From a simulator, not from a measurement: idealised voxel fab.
process module | voxel transistor to metal
cross-section cut | 180 nm wide | cells 5 nm
A cross-section is a grid of square cells, given in bands from the top down. A band is one or more rows of cells.
Each band's line starts with the height of the band's top and of its bottom, in nm. Then come its materials from left to right, each with its width in nm. One material with "throughout" fills the band from edge to edge. "air" is empty space.
Height 0 is the level under which the wafer as received is all one material. The lowest band goes on downwards, as in "0 down".
A width such as "30 to 40" changes by the same amount from each row of cells to the next, from the band's top row to its bottom row.
"no change" after a step means that no cell of the cross-section changed.
closed voids: empty space of 8 cells or more with no open way to the top, each as width x height at its distance from the left edge, in nm
after a step's settings: what the simulator itself notes on the step
overlay nm, on a step with a mask: how far to the right of its planned place the mask lay; to the left if negative
plan
1 op RECEIVE | material Si
2 op OXIDIZE | depth nm 5
3 op CONFORMAL_DEP | material SiN | thk nm 15
4 op DIRECTIONAL_DEP | material aC | thk nm 10
5 op PATTERN | tone cover | mask id ACTIVE | material resist | width nm 110 | thk nm 30 | overlay nm 0
6 op DIRECTIONAL_ETCH | etch materials aC | depth nm 10
7 op STRIP | etch materials resist
8 op DIRECTIONAL_ETCH | etch materials SiN | depth nm 15
9 op DIRECTIONAL_ETCH | etch materials SiO2 | depth nm 5
10 op DIRECTIONAL_ETCH | etch materials Si | depth nm 30
11 op STRIP | etch materials aC
12 op FILL_DEP | material SiO2 | thk nm 5
13 op CMP | height nm 15
14 op SELECTIVE_ETCH | etch materials SiO2 | depth nm 10
15 op STRIP | etch materials SiN
16 op SELECTIVE_ETCH | etch materials SiO2 | depth nm 5
17 op OXIDIZE | depth nm 5
18 op DIRECTIONAL_DEP | material polySi | thk nm 20
19 op DIRECTIONAL_DEP | material SiCN | thk nm 15
20 op PATTERN | tone cover | mask id GATE | material resist | width nm 30 | thk nm 15 | overlay nm 0
21 op DIRECTIONAL_ETCH | etch materials SiCN | depth nm 25
22 op DIRECTIONAL_ETCH | etch materials polySi | depth nm 30
23 op STRIP | etch materials resist
24 op CONFORMAL_DEP | material SiO2 | thk nm 5
25 op DIRECTIONAL_ETCH | etch materials SiO2 | depth nm 5
26 op CONFORMAL_DEP | material SiN | thk nm 5
27 op DIRECTIONAL_ETCH | etch materials SiN | depth nm 5
28 op DIRECTIONAL_ETCH | etch materials SiO2 | depth nm 5
29 op EPI | material nSi | thk nm 5
30 op FILL_DEP | material SiO2 | thk nm 10
31 op CMP | height nm 15
32 op STRIP | etch materials polySi
33 op SELECTIVE_ETCH | etch materials SiO2 | depth nm 5
34 op CONFORMAL_DEP | material HfO2 | thk nm 5
35 op CONFORMAL_DEP | material TiN | thk nm 5
36 op FILL_DEP | material W | thk nm 10
37 op CMP | height nm 10
38 op DIRECTIONAL_DEP | material SiO2 | thk nm 10
39 op PATTERN | tone open | mask id CONTACT | material resist | width nm 20 | pitch nm 80 | thk nm 15 | overlay nm 0
40 op DIRECTIONAL_ETCH | etch materials SiO2 | depth nm 25
41 op STRIP | etch materials resist
42 op CONFORMAL_DEP | material TiN | thk nm 5
43 op FILL_DEP | material W | thk nm 10
44 op CMP | height nm 20
45 op DIRECTIONAL_DEP | material TiN | thk nm 5
46 op DIRECTIONAL_DEP | material W | thk nm 20
47 op DIRECTIONAL_DEP | material aC | thk nm 10
48 op PATTERN | tone cover | mask id METAL_1 | material resist | width nm 20 | pitch nm 80 | thk nm 25 | overlay nm 0
49 op DIRECTIONAL_ETCH | etch materials aC | depth nm 10
50 op STRIP | etch materials resist
51 op DIRECTIONAL_ETCH | etch materials W | depth nm 20
52 op DIRECTIONAL_ETCH | etch materials TiN | depth nm 5
53 op STRIP | etch materials aC
54 op FILL_DEP | material SiO2 | thk nm 10
55 op CMP | height nm 45
56 op CONFORMAL_DEP | material SiCN | thk nm 5
57 op DIRECTIONAL_DEP | material lowk | thk nm 35
58 op MASKED_ETCH | tone open | mask id METAL_2 | width nm 20 | pitch nm 80 | etch materials lowk | depth nm 20 | overlay nm 0
59 op PATTERN | tone open | mask id METAL_2_HOLES | material resist | width nm 15 | pitch nm 80 | thk nm 20 | overlay nm 0
60 op DIRECTIONAL_ETCH | etch materials lowk | depth nm 15
61 op DIRECTIONAL_ETCH | etch materials SiCN | depth nm 5
62 op STRIP | etch materials resist
63 op CONFORMAL_DEP | material TiN | thk nm 5
64 op FILL_DEP | material Cu | thk nm 5
65 op CMP | height nm 85
66 op CONFORMAL_DEP | material SiCN | thk nm 5
as received, after step 1
  0 down: Si throughout
  closed voids: none
a wafer at the end: this start, this plan, one mistake
  90 to 85: SiCN throughout
  85 to 70: lowk 40 | TiN 5 | Cu 10 | TiN 5 | lowk 60 | TiN 5 | Cu 10 | TiN 5 | lowk 40
  70 to 65: lowk 40 | TiN 5 | Cu 5 | TiN 10 | lowk 60 | TiN 5 | Cu 5 | TiN 10 | lowk 40
  65 to 50: lowk 40 | TiN 5 | Cu 5 | TiN 5 | lowk 65 | TiN 5 | Cu 5 | TiN 5 | lowk 45
  50 to 45: SiCN 40 | TiN 15 | SiCN 65 | TiN 15 | SiCN 45
  45 to 25: SiO2 40 | W 20 | SiO2 60 | W 20 | SiO2 40
  25 to 20: SiO2 40 | TiN 20 | SiO2 60 | TiN 20 | SiO2 40
  20 to 10: SiO2 40 | TiN 5 | W 10 | TiN 5 | SiO2 60 | TiN 5 | W 10 | TiN 5 | SiO2 40
  10 to 0: SiO2 40 | TiN 5 | W 10 | TiN 5 | SiO2 5 | SiN 5 | HfO2 5 | TiN 5 | W 20 | TiN 5 | HfO2 5 | SiN 5 | SiO2 5 | TiN 5 | W 10 | TiN 5 | SiO2 40
  0 to -5: SiO2 25 | SiN 5 | SiO2 10 | TiN 20 | SiO2 5 | SiN 5 | HfO2 5 | TiN 30 | HfO2 5 | SiN 5 | SiO2 5 | TiN 20 | SiO2 10 | SiN 5 | SiO2 25
  -5 to -10: SiO2 25 | SiN 5 | SiO2 5 | nSi 30 | SiO2 5 | HfO2 40 | SiO2 5 | nSi 30 | SiO2 5 | SiN 5 | SiO2 25
  -10 to -15: SiO2 25 | SiN 5 | SiO2 10 | Si 100 | SiO2 10 | SiN 5 | SiO2 25
  -15 to -20: SiO2 40 | Si 100 | SiO2 40
  -20 to -35: SiO2 35 | Si 110 | SiO2 35
  -35 down: Si throughout
  closed voids: none
what went wrong: steps 14 and 15 were swapped
